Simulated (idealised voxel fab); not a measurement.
Process module in this document: voxel transistor to metal
The width of the displayed cross-section, cut, is 195 nm; its cells are square, with a size of 5 nm.
Each cross-section below is a grid of square cells, stated as bands in top-down order, with one or more rows of cells making up each band.
Heights first: top, then bottom, in nm. Then materials, left to right, each with a width in nm. "full width" on a single material: fills the band edge to edge. "air": empty space.
Height is counted from the level 0, under which the received wafer is composed throughout of one material. The lowest of the bands is not closed at the bottom but continues downward, in the notation "0..down".
Graded width ("30->40"): value in top row of band = first number; value in bottom row = second number; row-to-row change constant.
Where the words "all unchanged" appear for a step, the cross-section shows no cell changed by that step; every cell remained as before.
So "Sealed internal cavities" is basically the list of trapped voids: any empty space of 8 cells or more that can't reach the top through an opening. They're written width x height at distance, the distance being from the left edge, and it's all nm.
Read whatever lies past the settings on a step's line as the simulator's own remark about the step.
The optional step-line setting "overlay nm" applies to steps with a mask and quantifies how far to the right of its planned location the mask lay, a negative value indicating leftward placement.

[Here's what the planned process steps look like]
1 RECEIVE, material Si
2 OXIDIZE, depth nm 5
3 CONFORMAL_DEP, material SiN, thk nm 10
4 PATTERN, tone cover, mask id ACTIVE, material resist, width nm 115, thk nm 20, overlay nm 0
5 DIRECTIONAL_ETCH, etch materials SiN, depth nm 10
6 DIRECTIONAL_ETCH, etch materials SiO2, depth nm 5
7 DIRECTIONAL_ETCH, etch materials Si, depth nm 35
8 STRIP, etch materials resist
9 FILL_DEP, material SiO2, thk nm 5
10 CMP, height nm 10
11 SELECTIVE_ETCH, etch materials SiO2, depth nm 10
12 STRIP, etch materials SiN
13 SELECTIVE_ETCH, etch materials SiO2, depth nm 5
14 OXIDIZE, depth nm 5
15 DIRECTIONAL_DEP, material polySi, thk nm 20
16 DIRECTIONAL_DEP, material SiCN, thk nm 10
17 MASKED_ETCH, tone cover, mask id GATE, width nm 25, etch materials SiCN, depth nm 20, overlay nm 0
18 MASKED_ETCH, tone cover, mask id GATE, width nm 25, etch materials polySi, depth nm 30, overlay nm 0
19 CONFORMAL_DEP, material SiN, thk nm 10
20 DIRECTIONAL_ETCH, etch materials SiN, depth nm 10
21 DIRECTIONAL_ETCH, etch materials SiO2, depth nm 5
22 DIRECTIONAL_ETCH, etch materials Si, depth nm 10
23 EPI, material SiGe, thk nm 10
24 FILL_DEP, material SiO2, thk nm 5
25 CMP, height nm 15
26 STRIP, etch materials polySi
27 SELECTIVE_ETCH, etch materials SiO2, depth nm 5
28 CONFORMAL_DEP, material HfO2, thk nm 5
29 CONFORMAL_DEP, material TiN, thk nm 5
30 FILL_DEP, material W, thk nm 10
31 CMP, height nm 10
32 DIRECTIONAL_DEP, material SiO2, thk nm 15
33 MASKED_ETCH, tone open, mask id CONTACT, width nm 20, pitch nm 75, etch materials SiO2, depth nm 35, overlay nm 0
34 CONFORMAL_DEP, material TiN, thk nm 5
35 FILL_DEP, material W, thk nm 10
36 CMP, height nm 25
37 DIRECTIONAL_DEP, material TiN, thk nm 5
38 DIRECTIONAL_DEP, material W, thk nm 20
39 PATTERN, tone cover, mask id METAL_1, material resist, width nm 15, pitch nm 75, thk nm 15, overlay nm 0
40 DIRECTIONAL_ETCH, etch materials W, depth nm 20
41 DIRECTIONAL_ETCH, etch materials TiN, depth nm 5
42 STRIP, etch materials resist
43 CONFORMAL_DEP, material SiN, thk nm 5
44 FILL_DEP, material lowk, thk nm 5
45 CMP, height nm 50
46 CONFORMAL_DEP, material SiCN, thk nm 5
The wafers are alike at the start. At step 39, their width nm differs. The plan lists the first wafer's value.

[Here's the first of the wafers in cross-section, just as we got it, i.e. after step 1]
* 0..down | Si full width
* Sealed internal cavities: none

[Quick key for the table: a row per wafer, taken at the end of the module. For each material it tells you how many cells the wafer gained (+) or lost (-) since it came in, and the closed voids come after]
width nm 15, +13 HfO2, -202 Si, +39 SiCN, +36 SiGe, +61 SiN, +275 SiO2, +45 TiN, +46 W, +116 lowk, Sealed internal cavities: none
width nm 20, +13 HfO2, -202 Si, +39 SiCN, +36 SiGe, +59 SiN, +275 SiO2, +47 TiN, +54 W, +108 lowk, Sealed internal cavities: none
width nm 25, +13 HfO2, -202 Si, +39 SiCN, +36 SiGe, +57 SiN, +275 SiO2, +49 TiN, +62 W, +100 lowk, Sealed internal cavities: none
width nm 30, +13 HfO2, -202 Si, +39 SiCN, +36 SiGe, +55 SiN, +275 SiO2, +51 TiN, +70 W, +92 lowk, Sealed internal cavities: none
width nm 35, +13 HfO2, -202 Si, +39 SiCN, +36 SiGe, +53 SiN, +275 SiO2, +53 TiN, +78 W, +84 lowk, Sealed internal cavities: none
